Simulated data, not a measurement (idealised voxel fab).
Herein follows the process module entitled voxel wiring stack.
Square cells of 5 nm make up the cross-section cut, whose width is 275 nm.
Just so we're on the same page, the cross-sections are grids of square cells, and they're listed out in bands top to bottom, each band one or more rows deep. Band entry format. Leading values: height of top, height of bottom, nm. Remainder: materials in left-to-right order, each with its width in nm. Special words: "full width" on a single material, which then fills the band edge to edge; "empty", empty space. Height is counted from the level 0, under which the received wafer is composed throughout of one material. The lowest of the bands is not closed at the bottom but continues downward, in the notation "0 -> down". The two numbers in a width such as "30->40" mark its ends across the band: the first belongs to the top row of cells, the second to the bottom row, and from each row to the next the width moves by the same amount. When a step is marked "no modification", none of the cells in the cross-section changed during that step. Closed void listing: empty space of 8 cells or more with no open way to the top, each as width x height at its distance from the left edge, in nm. Heads up: the bit after the settings on a step's line is the simulator's remark on that step. overlay nm: for a step with a mask, the amount by which the mask lay right of where it was planned; a negative amount means left of it.
Intended process steps:
1) RECEIVE, material Si
2) CONFORMAL_DEP, material SiO2, thk nm 15
3) CONFORMAL_DEP, material SiCN, thk nm 5
4) DIRECTIONAL_DEP, material SiO2, thk nm 20
5) DIRECTIONAL_DEP, material aC, thk nm 15
6) PATTERN, tone open, mask id METAL_1, material resist, width nm 30, pitch nm 45, thk nm 30, overlay nm 0
7) DIRECTIONAL_ETCH, etch materials aC, depth nm 15
8) STRIP, etch materials resist
9) DIRECTIONAL_ETCH, etch materials SiO2, depth nm 20
10) DIRECTIONAL_ETCH, etch materials SiCN, depth nm 5
11) STRIP, etch materials aC
12) CONFORMAL_DEP, material TiN, thk nm 5
13) FILL_DEP, material Cu, thk nm 5
14) CMP, height nm 40
15) CONFORMAL_DEP, material SiCN, thk nm 5
16) DIRECTIONAL_DEP, material lowk, thk nm 30
17) PATTERN, tone open, mask id METAL_2, material resist, width nm 30, pitch nm 45, thk nm 15, overlay nm 0
18) DIRECTIONAL_ETCH, etch materials lowk, depth nm 15
19) STRIP, etch materials resist
20) PATTERN, tone open, mask id METAL_2_HOLES, material resist, width nm 15, pitch nm 90, thk nm 20, overlay nm 0
21) DIRECTIONAL_ETCH, etch materials lowk, depth nm 15
22) DIRECTIONAL_ETCH, etch materials SiCN, depth nm 5
23) STRIP, etch materials resist
24) CONFORMAL_DEP, material TiN, thk nm 5
25) FILL_DEP, material Cu, thk nm 5
26) CMP, height nm 75
27) CONFORMAL_DEP, material SiCN, thk nm 5
28) DIRECTIONAL_DEP, material lowk, thk nm 25
29) DIRECTIONAL_DEP, material aC, thk nm 15
30) PATTERN, tone open, mask id METAL_3, material resist, width nm 30, pitch nm 45, thk nm 30, overlay nm 0
31) DIRECTIONAL_ETCH, etch materials aC, depth nm 15
32) STRIP, etch materials resist
33) DIRECTIONAL_ETCH, etch materials lowk, depth nm 15
34) STRIP, etch materials aC
35) DIRECTIONAL_DEP, material aC, thk nm 10
36) PATTERN, tone open, mask id METAL_3_HOLES, material resist, width nm 15, pitch nm 90, thk nm 25, overlay nm 0
37) DIRECTIONAL_ETCH, etch materials aC, depth nm 10
38) STRIP, etch materials resist
39) DIRECTIONAL_ETCH, etch materials lowk, depth nm 10
40) DIRECTIONAL_ETCH, etch materials SiCN, depth nm 5
41) STRIP, etch materials aC
42) CONFORMAL_DEP, material TiN, thk nm 5
43) FILL_DEP, material Cu, thk nm 5
44) CMP, height nm 105
45) CONFORMAL_DEP, material SiCN, thk nm 5
The following pertains to the first of two wafers, which was processed as planned:
Wafer at receipt (post step 1), cross-section:
  0 -> down = Si full width
  Closed void listing: none
Cross-section through the wafer, step 2 finished:
  15 -> 0 = SiO2 full width
  Anything lower than 0 is untouched.
Cross-section through the wafer, step 3 finished:
  20 -> 15 = SiCN full width
  Anything lower than 15 is untouched.
Cross-section through the wafer, step 4 finished:
  40 -> 20 = SiO2 full width
  Anything lower than 20 is untouched.
Cross-section through the wafer, step 5 finished:
  55 -> 40 = aC full width
  Anything lower than 40 is untouched.
Cross-section through the wafer, step 6 finished:
  85 -> 55 = resist: 75, empty: 30, resist: 15, empty: 30, resist: 15, empty: 30, resist: 80
  Anything lower than 55 is untouched.
Cross-section through the wafer, step 7 finished:
  70 -> 55 = resist: 75, empty: 30, resist: 15, empty: 30, resist: 15, empty: 30, resist: 80
  55 -> 40 = aC: 75, empty: 30, aC: 15, empty: 30, aC: 15, empty: 30, aC: 80
  Anything lower than 40 is untouched.
Cross-section through the wafer, step 8 finished:
  55 -> 40 = aC: 75, empty: 30, aC: 15, empty: 30, aC: 15, empty: 30, aC: 80
  Anything lower than 40 is untouched.
Cross-section through the wafer, step 9 finished:
  55 -> 40 = aC: 75, empty: 30, aC: 15, empty: 30, aC: 15, empty: 30, aC: 80
  40 -> 20 = SiO2: 75, empty: 30, SiO2: 15, empty: 30, SiO2: 15, empty: 30, SiO2: 80
  Anything lower than 20 is untouched.
Cross-section through the wafer, step 10 finished:
  55 -> 40 = aC: 75, empty: 30, aC: 15, empty: 30, aC: 15, empty: 30, aC: 80
  40 -> 20 = SiO2: 75, empty: 30, SiO2: 15, empty: 30, SiO2: 15, empty: 30, SiO2: 80
  20 -> 15 = SiCN: 75, empty: 30, SiCN: 15, empty: 30, SiCN: 15, empty: 30, SiCN: 80
  Anything lower than 15 is untouched.
Cross-section through the wafer, step 11 finished:
  40 -> 20 = SiO2: 75, empty: 30, SiO2: 15, empty: 30, SiO2: 15, empty: 30, SiO2: 80
  Anything lower than 20 is untouched.
Cross-section through the wafer, step 12 finished:
  45 -> 40 = TiN: 80, empty: 20, TiN: 25, empty: 20, TiN: 25, empty: 20, TiN: 85
  40 -> 20 = SiO2: 75, TiN: 5, empty: 20, TiN: 5, SiO2: 15, TiN: 5, empty: 20, TiN: 5, SiO2: 15, TiN: 5, empty: 20, TiN: 5, SiO2: 80
  20 -> 15 = SiCN: 75, TiN: 30, SiCN: 15, TiN: 30, SiCN: 15, TiN: 30, SiCN: 80
  Anything lower than 15 is untouched.
Cross-section through the wafer, step 13 finished:
  50 -> 45 = Cu full width
  45 -> 40 = TiN: 80, Cu: 20, TiN: 25, Cu: 20, TiN: 25, Cu: 20, TiN: 85
  40 -> 20 = SiO2: 75, TiN: 5, Cu: 20, TiN: 5, SiO2: 15, TiN: 5, Cu: 20, TiN: 5, SiO2: 15, TiN: 5, Cu: 20, TiN: 5, SiO2: 80
  Anything lower than 20 is untouched.
Cross-section through the wafer, step 14 finished:
  40 -> 20 = SiO2: 75, TiN: 5, Cu: 20, TiN: 5, SiO2: 15, TiN: 5, Cu: 20, TiN: 5, SiO2: 15, TiN: 5, Cu: 20, TiN: 5, SiO2: 80
  Anything lower than 20 is untouched.
Cross-section through the wafer, step 15 finished:
  45 -> 40 = SiCN full width
  Anything lower than 40 is untouched.
Cross-section through the wafer, step 16 finished:
  75 -> 45 = lowk full width
  Anything lower than 45 is untouched.
Cross-section through the wafer, step 17 finished:
  90 -> 75 = resist: 75, empty: 30, resist: 15, empty: 30, resist: 15, empty: 30, resist: 80
  Anything lower than 75 is untouched.
Cross-section through the wafer, step 18 finished:
  90 -> 75 = resist: 75, empty: 30, resist: 15, empty: 30, resist: 15, empty: 30, resist: 80
  75 -> 60 = lowk: 75, empty: 30, lowk: 15, empty: 30, lowk: 15, empty: 30, lowk: 80
  Anything lower than 60 is untouched.
Cross-section through the wafer, step 19 finished:
  75 -> 60 = lowk: 75, empty: 30, lowk: 15, empty: 30, lowk: 15, empty: 30, lowk: 80
  Anything lower than 60 is untouched.
Cross-section through the wafer, step 20 finished:
  95 -> 75 = resist: 75, empty: 15, resist: 75, empty: 15, resist: 95
  75 -> 60 = lowk: 75, empty: 15, resist: 15, lowk: 15, resist: 30, lowk: 15, empty: 15, resist: 15, lowk: 80
  Anything lower than 60 is untouched.
Cross-section through the wafer, step 21 finished:
  95 -> 75 = resist: 75, empty: 15, resist: 75, empty: 15, resist: 95
  75 -> 60 = lowk: 75, empty: 15, resist: 15, lowk: 15, resist: 30, lowk: 15, empty: 15, resist: 15, lowk: 80
  60 -> 45 = lowk: 75, empty: 15, lowk: 75, empty: 15, lowk: 95
  Anything lower than 45 is untouched.
Cross-section through the wafer, step 22 finished:
  95 -> 75 = resist: 75, empty: 15, resist: 75, empty: 15, resist: 95
  75 -> 60 = lowk: 75, empty: 15, resist: 15, lowk: 15, resist: 30, lowk: 15, empty: 15, resist: 15, lowk: 80
  60 -> 45 = lowk: 75, empty: 15, lowk: 75, empty: 15, lowk: 95
  45 -> 40 = SiCN: 75, empty: 15, SiCN: 75, empty: 15, SiCN: 95
  Anything lower than 40 is untouched.
Cross-section through the wafer, step 23 finished:
  75 -> 60 = lowk: 75, empty: 30, lowk: 15, empty: 30, lowk: 15, empty: 30, lowk: 80
  Anything lower than 60 is untouched.
Cross-section through the wafer, step 24 finished:
  80 -> 75 = TiN: 80, empty: 20, TiN: 25, empty: 20, TiN: 25, empty: 20, TiN: 85
  75 -> 65 = lowk: 75, TiN: 5, empty: 20, TiN: 5, lowk: 15, TiN: 5, empty: 20, TiN: 5, lowk: 15, TiN: 5, empty: 20, TiN: 5, lowk: 80
  65 -> 60 = lowk: 75, TiN: 5, empty: 5, TiN: 20, lowk: 15, TiN: 30, lowk: 15, TiN: 5, empty: 5, TiN: 20, lowk: 80
  60 -> 45 = lowk: 75, TiN: 5, empty: 5, TiN: 5, lowk: 75, TiN: 5, empty: 5, TiN: 5, lowk: 95
  45 -> 40 = SiCN: 75, TiN: 15, SiCN: 75, TiN: 15, SiCN: 95
  Anything lower than 40 is untouched.
Cross-section through the wafer, step 25 finished:
  85 -> 80 = Cu full width
  80 -> 75 = TiN: 80, Cu: 20, TiN: 25, Cu: 20, TiN: 25, Cu: 20, TiN: 85
  75 -> 65 = lowk: 75, TiN: 5, Cu: 20, TiN: 5, lowk: 15, TiN: 5, Cu: 20, TiN: 5, lowk: 15, TiN: 5, Cu: 20, TiN: 5, lowk: 80
  65 -> 60 = lowk: 75, TiN: 5, Cu: 5, TiN: 20, lowk: 15, TiN: 30, lowk: 15, TiN: 5, Cu: 5, TiN: 20, lowk: 80
  60 -> 45 = lowk: 75, TiN: 5, Cu: 5, TiN: 5, lowk: 75, TiN: 5, Cu: 5, TiN: 5, lowk: 95
  Anything lower than 45 is untouched.
Cross-section through the wafer, step 26 finished:
  75 -> 65 = lowk: 75, TiN: 5, Cu: 20, TiN: 5, lowk: 15, TiN: 5, Cu: 20, TiN: 5, lowk: 15, TiN: 5, Cu: 20, TiN: 5, lowk: 80
  Anything lower than 65 is untouched.
Cross-section through the wafer, step 27 finished:
  80 -> 75 = SiCN full width
  Anything lower than 75 is untouched.
Cross-section through the wafer, step 28 finished:
  105 -> 80 = lowk full width
  Anything lower than 80 is untouched.
Cross-section through the wafer, step 29 finished:
  120 -> 105 = aC full width
  Anything lower than 105 is untouched.
Cross-section through the wafer, step 30 finished:
  150 -> 120 = resist: 75, empty: 30, resist: 15, empty: 30, resist: 15, empty: 30, resist: 80
  Anything lower than 120 is untouched.
Cross-section through the wafer, step 31 finished:
  135 -> 120 = resist: 75, empty: 30, resist: 15, empty: 30, resist: 15, empty: 30, resist: 80
  120 -> 105 = aC: 75, empty: 30, aC: 15, empty: 30, aC: 15, empty: 30, aC: 80
  Anything lower than 105 is untouched.
Cross-section through the wafer, step 32 finished:
  120 -> 105 = aC: 75, empty: 30, aC: 15, empty: 30, aC: 15, empty: 30, aC: 80
  Anything lower than 105 is untouched.
Cross-section through the wafer, step 33 finished:
  120 -> 105 = aC: 75, empty: 30, aC: 15, empty: 30, aC: 15, empty: 30, aC: 80
  105 -> 90 = lowk: 75, empty: 30, lowk: 15, empty: 30, lowk: 15, empty: 30, lowk: 80
  Anything lower than 90 is untouched.
Cross-section through the wafer, step 34 finished:
  105 -> 90 = lowk: 75, empty: 30, lowk: 15, empty: 30, lowk: 15, empty: 30, lowk: 80
  Anything lower than 90 is untouched.
Cross-section through the wafer, step 35 finished:
  115 -> 105 = aC: 75, empty: 30, aC: 15, empty: 30, aC: 15, empty: 30, aC: 80
  105 -> 100 = lowk: 75, empty: 30, lowk: 15, empty: 30, lowk: 15, empty: 30, lowk: 80
  100 -> 90 = lowk: 75, aC: 30, lowk: 15, aC: 30, lowk: 15, aC: 30, lowk: 80
  Anything lower than 90 is untouched.
Cross-section through the wafer, step 36 finished:
  140 -> 115 = resist: 75, empty: 15, resist: 75, empty: 15, resist: 95
  115 -> 105 = aC: 75, empty: 15, resist: 15, aC: 15, resist: 30, aC: 15, empty: 15, resist: 15, aC: 80
  105 -> 100 = lowk: 75, empty: 15, resist: 15, lowk: 15, resist: 30, lowk: 15, empty: 15, resist: 15, lowk: 80
  Anything lower than 100 is untouched.
Cross-section through the wafer, step 37 finished:
  130 -> 115 = resist: 75, empty: 15, resist: 75, empty: 15, resist: 95
  115 -> 105 = aC: 75, empty: 15, resist: 15, aC: 15, resist: 30, aC: 15, empty: 15, resist: 15, aC: 80
  105 -> 100 = lowk: 75, empty: 15, resist: 15, lowk: 15, resist: 30, lowk: 15, empty: 15, resist: 15, lowk: 80
  100 -> 90 = lowk: 75, empty: 15, aC: 15, lowk: 15, aC: 30, lowk: 15, empty: 15, aC: 15, lowk: 80
  Anything lower than 90 is untouched.
Cross-section through the wafer, step 38 finished:
  115 -> 105 = aC: 75, empty: 30, aC: 15, empty: 30, aC: 15, empty: 30, aC: 80
  105 -> 100 = lowk: 75, empty: 30, lowk: 15, empty: 30, lowk: 15, empty: 30, lowk: 80
  Anything lower than 100 is untouched.
Cross-section through the wafer, step 39 finished:
  115 -> 105 = aC: 75, empty: 30, aC: 15, empty: 30, aC: 15, empty: 30, aC: 80
  105 -> 100 = lowk: 75, empty: 30, lowk: 15, empty: 30, lowk: 15, empty: 30, lowk: 80
  100 -> 90 = lowk: 75, empty: 15, aC: 15, lowk: 15, aC: 30, lowk: 15, empty: 15, aC: 15, lowk: 80
  90 -> 80 = lowk: 75, empty: 15, lowk: 75, empty: 15, lowk: 95
  Anything lower than 80 is untouched.
Cross-section through the wafer, step 40 finished:
  115 -> 105 = aC: 75, empty: 30, aC: 15, empty: 30, aC: 15, empty: 30, aC: 80
  105 -> 100 = lowk: 75, empty: 30, lowk: 15, empty: 30, lowk: 15, empty: 30, lowk: 80
  100 -> 90 = lowk: 75, empty: 15, aC: 15, lowk: 15, aC: 30, lowk: 15, empty: 15, aC: 15, lowk: 80
  90 -> 80 = lowk: 75, empty: 15, lowk: 75, empty: 15, lowk: 95
  80 -> 75 = SiCN: 75, empty: 15, SiCN: 75, empty: 15, SiCN: 95
  Anything lower than 75 is untouched.
Cross-section through the wafer, step 41 finished:
  105 -> 90 = lowk: 75, empty: 30, lowk: 15, empty: 30, lowk: 15, empty: 30, lowk: 80
  Anything lower than 90 is untouched.
Cross-section through the wafer, step 42 finished:
  110 -> 105 = TiN: 80, empty: 20, TiN: 25, empty: 20, TiN: 25, empty: 20, TiN: 85
  105 -> 95 = lowk: 75, TiN: 5, empty: 20, TiN: 5, lowk: 15, TiN: 5, empty: 20, TiN: 5, lowk: 15, TiN: 5, empty: 20, TiN: 5, lowk: 80
  95 -> 90 = lowk: 75, TiN: 5, empty: 5, TiN: 20, lowk: 15, TiN: 30, lowk: 15, TiN: 5, empty: 5, TiN: 20, lowk: 80
  90 -> 80 = lowk: 75, TiN: 5, empty: 5, TiN: 5, lowk: 75, TiN: 5, empty: 5, TiN: 5, lowk: 95
  80 -> 75 = SiCN: 75, TiN: 15, SiCN: 75, TiN: 15, SiCN: 95
  Anything lower than 75 is untouched.
Cross-section through the wafer, step 43 finished:
  115 -> 110 = Cu full width
  110 -> 105 = TiN: 80, Cu: 20, TiN: 25, Cu: 20, TiN: 25, Cu: 20, TiN: 85
  105 -> 95 = lowk: 75, TiN: 5, Cu: 20, TiN: 5, lowk: 15, TiN: 5, Cu: 20, TiN: 5, lowk: 15, TiN: 5, Cu: 20, TiN: 5, lowk: 80
  95 -> 90 = lowk: 75, TiN: 5, Cu: 5, TiN: 20, lowk: 15, TiN: 30, lowk: 15, TiN: 5, Cu: 5, TiN: 20, lowk: 80
  90 -> 80 = lowk: 75, TiN: 5, Cu: 5, TiN: 5, lowk: 75, TiN: 5, Cu: 5, TiN: 5, lowk: 95
  Anything lower than 80 is untouched.
Cross-section through the wafer, step 44 finished:
  105 -> 95 = lowk: 75, TiN: 5, Cu: 20, TiN: 5, lowk: 15, TiN: 5, Cu: 20, TiN: 5, lowk: 15, TiN: 5, Cu: 20, TiN: 5, lowk: 80
  Anything lower than 95 is untouched.
Cross-section through the wafer, step 45 finished:
  110 -> 105 = SiCN full width
  Anything lower than 105 is untouched.
Regarding the second of the two wafers: it shared the first wafer's starting condition and process plan, yet one error occurred during its execution. Its history coincides with that of the first wafer up to and including step 2:
The second wafer in cross-section, at the planned close of step 3: no modification
The second wafer in cross-section, at the planned close of step 4:
  35 -> 0 = SiO2 full width
  Anything lower than 0 is untouched.
The second wafer in cross-section, at the planned close of step 5:
  50 -> 35 = aC full width
  Anything lower than 35 is untouched.
The second wafer in cross-section, at the planned close of step 6:
  80 -> 50 = resist: 75, empty: 30, resist: 15, empty: 30, resist: 15, empty: 30, resist: 80
  Anything lower than 50 is untouched.
The second wafer in cross-section, at the planned close of step 7:
  65 -> 50 = resist: 75, empty: 30, resist: 15, empty: 30, resist: 15, empty: 30, resist: 80
  50 -> 35 = aC: 75, empty: 30, aC: 15, empty: 30, aC: 15, empty: 30, aC: 80
  Anything lower than 35 is untouched.
The second wafer in cross-section, at the planned close of step 8:
  50 -> 35 = aC: 75, empty: 30, aC: 15, empty: 30, aC: 15, empty: 30, aC: 80
  Anything lower than 35 is untouched.
The second wafer in cross-section, at the planned close of step 9:
  50 -> 35 = aC: 75, empty: 30, aC: 15, empty: 30, aC: 15, empty: 30, aC: 80
  35 -> 15 = SiO2: 75, empty: 30, SiO2: 15, empty: 30, SiO2: 15, empty: 30, SiO2: 80
  Anything lower than 15 is untouched.
The second wafer in cross-section, at the planned close of step 10: no modification
The second wafer in cross-section, at the planned close of step 11:
  35 -> 15 = SiO2: 75, empty: 30, SiO2: 15, empty: 30, SiO2: 15, empty: 30, SiO2: 80
  Anything lower than 15 is untouched.
The second wafer in cross-section, at the planned close of step 12:
  40 -> 35 = TiN: 80, empty: 20, TiN: 25, empty: 20, TiN: 25, empty: 20, TiN: 85
  35 -> 20 = SiO2: 75, TiN: 5, empty: 20, TiN: 5, SiO2: 15, TiN: 5, empty: 20, TiN: 5, SiO2: 15, TiN: 5, empty: 20, TiN: 5, SiO2: 80
  20 -> 15 = SiO2: 75, TiN: 30, SiO2: 15, TiN: 30, SiO2: 15, TiN: 30, SiO2: 80
  Anything lower than 15 is untouched.
The second wafer in cross-section, at the planned close of step 13:
  45 -> 40 = Cu full width
  40 -> 35 = TiN: 80, Cu: 20, TiN: 25, Cu: 20, TiN: 25, Cu: 20, TiN: 85
  35 -> 20 = SiO2: 75, TiN: 5, Cu: 20, TiN: 5, SiO2: 15, TiN: 5, Cu: 20, TiN: 5, SiO2: 15, TiN: 5, Cu: 20, TiN: 5, SiO2: 80
  Anything lower than 20 is untouched.
The second wafer in cross-section, at the planned close of step 14:
  40 -> 35 = TiN: 80, Cu: 20, TiN: 25, Cu: 20, TiN: 25, Cu: 20, TiN: 85
  Anything lower than 35 is untouched.
The second wafer in cross-section, at the planned close of step 15:
  45 -> 40 = SiCN full width
  Anything lower than 40 is untouched.
The second wafer in cross-section, at the planned close of step 16:
  75 -> 45 = lowk full width
  Anything lower than 45 is untouched.
The second wafer in cross-section, at the planned close of step 17:
  90 -> 75 = resist: 75, empty: 30, resist: 15, empty: 30, resist: 15, empty: 30, resist: 80
  Anything lower than 75 is untouched.
The second wafer in cross-section, at the planned close of step 18:
  90 -> 75 = resist: 75, empty: 30, resist: 15, empty: 30, resist: 15, empty: 30, resist: 80
  75 -> 60 = lowk: 75, empty: 30, lowk: 15, empty: 30, lowk: 15, empty: 30, lowk: 80
  Anything lower than 60 is untouched.
The second wafer in cross-section, at the planned close of step 19:
  75 -> 60 = lowk: 75, empty: 30, lowk: 15, empty: 30, lowk: 15, empty: 30, lowk: 80
  Anything lower than 60 is untouched.
The second wafer in cross-section, at the planned close of step 20:
  95 -> 75 = resist: 75, empty: 15, resist: 75, empty: 15, resist: 95
  75 -> 60 = lowk: 75, empty: 15, resist: 15, lowk: 15, resist: 30, lowk: 15, empty: 15, resist: 15, lowk: 80
  Anything lower than 60 is untouched.
The second wafer in cross-section, at the planned close of step 21:
  95 -> 75 = resist: 75, empty: 15, resist: 75, empty: 15, resist: 95
  75 -> 60 = lowk: 75, empty: 15, resist: 15, lowk: 15, resist: 30, lowk: 15, empty: 15, resist: 15, lowk: 80
  60 -> 45 = lowk: 75, empty: 15, lowk: 75, empty: 15, lowk: 95
  Anything lower than 45 is untouched.
The second wafer in cross-section, at the planned close of step 22:
  95 -> 75 = resist: 75, empty: 15, resist: 75, empty: 15, resist: 95
  75 -> 60 = lowk: 75, empty: 15, resist: 15, lowk: 15, resist: 30, lowk: 15, empty: 15, resist: 15, lowk: 80
  60 -> 45 = lowk: 75, empty: 15, lowk: 75, empty: 15, lowk: 95
  45 -> 40 = SiCN: 75, empty: 15, SiCN: 75, empty: 15, SiCN: 95
  Anything lower than 40 is untouched.
The second wafer in cross-section, at the planned close of step 23:
  75 -> 60 = lowk: 75, empty: 30, lowk: 15, empty: 30, lowk: 15, empty: 30, lowk: 80
  Anything lower than 60 is untouched.
The second wafer in cross-section, at the planned close of step 24:
  80 -> 75 = TiN: 80, empty: 20, TiN: 25, empty: 20, TiN: 25, empty: 20, TiN: 85
  75 -> 65 = lowk: 75, TiN: 5, empty: 20, TiN: 5, lowk: 15, TiN: 5, empty: 20, TiN: 5, lowk: 15, TiN: 5, empty: 20, TiN: 5, lowk: 80
  65 -> 60 = lowk: 75, TiN: 5, empty: 5, TiN: 20, lowk: 15, TiN: 30, lowk: 15, TiN: 5, empty: 5, TiN: 20, lowk: 80
  60 -> 45 = lowk: 75, TiN: 5, empty: 5, TiN: 5, lowk: 75, TiN: 5, empty: 5, TiN: 5, lowk: 95
  45 -> 40 = SiCN: 75, TiN: 15, SiCN: 75, TiN: 15, SiCN: 95
  Anything lower than 40 is untouched.
The second wafer in cross-section, at the planned close of step 25:
  85 -> 80 = Cu full width
  80 -> 75 = TiN: 80, Cu: 20, TiN: 25, Cu: 20, TiN: 25, Cu: 20, TiN: 85
  75 -> 65 = lowk: 75, TiN: 5, Cu: 20, TiN: 5, lowk: 15, TiN: 5, Cu: 20, TiN: 5, lowk: 15, TiN: 5, Cu: 20, TiN: 5, lowk: 80
  65 -> 60 = lowk: 75, TiN: 5, Cu: 5, TiN: 20, lowk: 15, TiN: 30, lowk: 15, TiN: 5, Cu: 5, TiN: 20, lowk: 80
  60 -> 45 = lowk: 75, TiN: 5, Cu: 5, TiN: 5, lowk: 75, TiN: 5, Cu: 5, TiN: 5, lowk: 95
  Anything lower than 45 is untouched.
The second wafer in cross-section, at the planned close of step 26:
  75 -> 65 = lowk: 75, TiN: 5, Cu: 20, TiN: 5, lowk: 15, TiN: 5, Cu: 20, TiN: 5, lowk: 15, TiN: 5, Cu: 20, TiN: 5, lowk: 80
  Anything lower than 65 is untouched.
The second wafer in cross-section, at the planned close of step 27:
  80 -> 75 = SiCN full width
  Anything lower than 75 is untouched.
The second wafer in cross-section, at the planned close of step 28:
  105 -> 80 = lowk full width
  Anything lower than 80 is untouched.
The second wafer in cross-section, at the planned close of step 29:
  120 -> 105 = aC full width
  Anything lower than 105 is untouched.
The second wafer in cross-section, at the planned close of step 30:
  150 -> 120 = resist: 75, empty: 30, resist: 15, empty: 30, resist: 15, empty: 30, resist: 80
  Anything lower than 120 is untouched.
The second wafer in cross-section, at the planned close of step 31:
  135 -> 120 = resist: 75, empty: 30, resist: 15, empty: 30, resist: 15, empty: 30, resist: 80
  120 -> 105 = aC: 75, empty: 30, aC: 15, empty: 30, aC: 15, empty: 30, aC: 80
  Anything lower than 105 is untouched.
The second wafer in cross-section, at the planned close of step 32:
  120 -> 105 = aC: 75, empty: 30, aC: 15, empty: 30, aC: 15, empty: 30, aC: 80
  Anything lower than 105 is untouched.
The second wafer in cross-section, at the planned close of step 33:
  120 -> 105 = aC: 75, empty: 30, aC: 15, empty: 30, aC: 15, empty: 30, aC: 80
  105 -> 90 = lowk: 75, empty: 30, lowk: 15, empty: 30, lowk: 15, empty: 30, lowk: 80
  Anything lower than 90 is untouched.
The second wafer in cross-section, at the planned close of step 34:
  105 -> 90 = lowk: 75, empty: 30, lowk: 15, empty: 30, lowk: 15, empty: 30, lowk: 80
  Anything lower than 90 is untouched.
The second wafer in cross-section, at the planned close of step 35:
  115 -> 105 = aC: 75, empty: 30, aC: 15, empty: 30, aC: 15, empty: 30, aC: 80
  105 -> 100 = lowk: 75, empty: 30, lowk: 15, empty: 30, lowk: 15, empty: 30, lowk: 80
  100 -> 90 = lowk: 75, aC: 30, lowk: 15, aC: 30, lowk: 15, aC: 30, lowk: 80
  Anything lower than 90 is untouched.
The second wafer in cross-section, at the planned close of step 36:
  140 -> 115 = resist: 75, empty: 15, resist: 75, empty: 15, resist: 95
  115 -> 105 = aC: 75, empty: 15, resist: 15, aC: 15, resist: 30, aC: 15, empty: 15, resist: 15, aC: 80
  105 -> 100 = lowk: 75, empty: 15, resist: 15, lowk: 15, resist: 30, lowk: 15, empty: 15, resist: 15, lowk: 80
  Anything lower than 100 is untouched.
The second wafer in cross-section, at the planned close of step 37:
  130 -> 115 = resist: 75, empty: 15, resist: 75, empty: 15, resist: 95
  115 -> 105 = aC: 75, empty: 15, resist: 15, aC: 15, resist: 30, aC: 15, empty: 15, resist: 15, aC: 80
  105 -> 100 = lowk: 75, empty: 15, resist: 15, lowk: 15, resist: 30, lowk: 15, empty: 15, resist: 15, lowk: 80
  100 -> 90 = lowk: 75, empty: 15, aC: 15, lowk: 15, aC: 30, lowk: 15, empty: 15, aC: 15, lowk: 80
  Anything lower than 90 is untouched.
The second wafer in cross-section, at the planned close of step 38:
  115 -> 105 = aC: 75, empty: 30, aC: 15, empty: 30, aC: 15, empty: 30, aC: 80
  105 -> 100 = lowk: 75, empty: 30, lowk: 15, empty: 30, lowk: 15, empty: 30, lowk: 80
  Anything lower than 100 is untouched.
The second wafer in cross-section, at the planned close of step 39:
  115 -> 105 = aC: 75, empty: 30, aC: 15, empty: 30, aC: 15, empty: 30, aC: 80
  105 -> 100 = lowk: 75, empty: 30, lowk: 15, empty: 30, lowk: 15, empty: 30, lowk: 80
  100 -> 90 = lowk: 75, empty: 15, aC: 15, lowk: 15, aC: 30, lowk: 15, empty: 15, aC: 15, lowk: 80
  90 -> 80 = lowk: 75, empty: 15, lowk: 75, empty: 15, lowk: 95
  Anything lower than 80 is untouched.
The second wafer in cross-section, at the planned close of step 40:
  115 -> 105 = aC: 75, empty: 30, aC: 15, empty: 30, aC: 15, empty: 30, aC: 80
  105 -> 100 = lowk: 75, empty: 30, lowk: 15, empty: 30, lowk: 15, empty: 30, lowk: 80
  100 -> 90 = lowk: 75, empty: 15, aC: 15, lowk: 15, aC: 30, lowk: 15, empty: 15, aC: 15, lowk: 80
  90 -> 80 = lowk: 75, empty: 15, lowk: 75, empty: 15, lowk: 95
  80 -> 75 = SiCN: 75, empty: 15, SiCN: 75, empty: 15, SiCN: 95
  Anything lower than 75 is untouched.
The second wafer in cross-section, at the planned close of step 41:
  105 -> 90 = lowk: 75, empty: 30, lowk: 15, empty: 30, lowk: 15, empty: 30, lowk: 80
  Anything lower than 90 is untouched.
The second wafer in cross-section, at the planned close of step 42:
  110 -> 105 = TiN: 80, empty: 20, TiN: 25, empty: 20, TiN: 25, empty: 20, TiN: 85
  105 -> 95 = lowk: 75, TiN: 5, empty: 20, TiN: 5, lowk: 15, TiN: 5, empty: 20, TiN: 5, lowk: 15, TiN: 5, empty: 20, TiN: 5, lowk: 80
  95 -> 90 = lowk: 75, TiN: 5, empty: 5, TiN: 20, lowk: 15, TiN: 30, lowk: 15, TiN: 5, empty: 5, TiN: 20, lowk: 80
  90 -> 80 = lowk: 75, TiN: 5, empty: 5, TiN: 5, lowk: 75, TiN: 5, empty: 5, TiN: 5, lowk: 95
  80 -> 75 = SiCN: 75, TiN: 15, SiCN: 75, TiN: 15, SiCN: 95
  Anything lower than 75 is untouched.
The second wafer in cross-section, at the planned close of step 43:
  115 -> 110 = Cu full width
  110 -> 105 = TiN: 80, Cu: 20, TiN: 25, Cu: 20, TiN: 25, Cu: 20, TiN: 85
  105 -> 95 = lowk: 75, TiN: 5, Cu: 20, TiN: 5, lowk: 15, TiN: 5, Cu: 20, TiN: 5, lowk: 15, TiN: 5, Cu: 20, TiN: 5, lowk: 80
  95 -> 90 = lowk: 75, TiN: 5, Cu: 5, TiN: 20, lowk: 15, TiN: 30, lowk: 15, TiN: 5, Cu: 5, TiN: 20, lowk: 80
  90 -> 80 = lowk: 75, TiN: 5, Cu: 5, TiN: 5, lowk: 75, TiN: 5, Cu: 5, TiN: 5, lowk: 95
  Anything lower than 80 is untouched.
The second wafer in cross-section, at the planned close of step 44:
  105 -> 95 = lowk: 75, TiN: 5, Cu: 20, TiN: 5, lowk: 15, TiN: 5, Cu: 20, TiN: 5, lowk: 15, TiN: 5, Cu: 20, TiN: 5, lowk: 80
  Anything lower than 95 is untouched.
The second wafer in cross-section, at the planned close of step 45:
  110 -> 105 = SiCN full width
  Anything lower than 105 is untouched.
Diagnosis: step 3 of the plan got skipped, so it never ran
At the finish, the second wafer shows more or fewer cells for some materials than the first does: SiCN -37; TiN +37
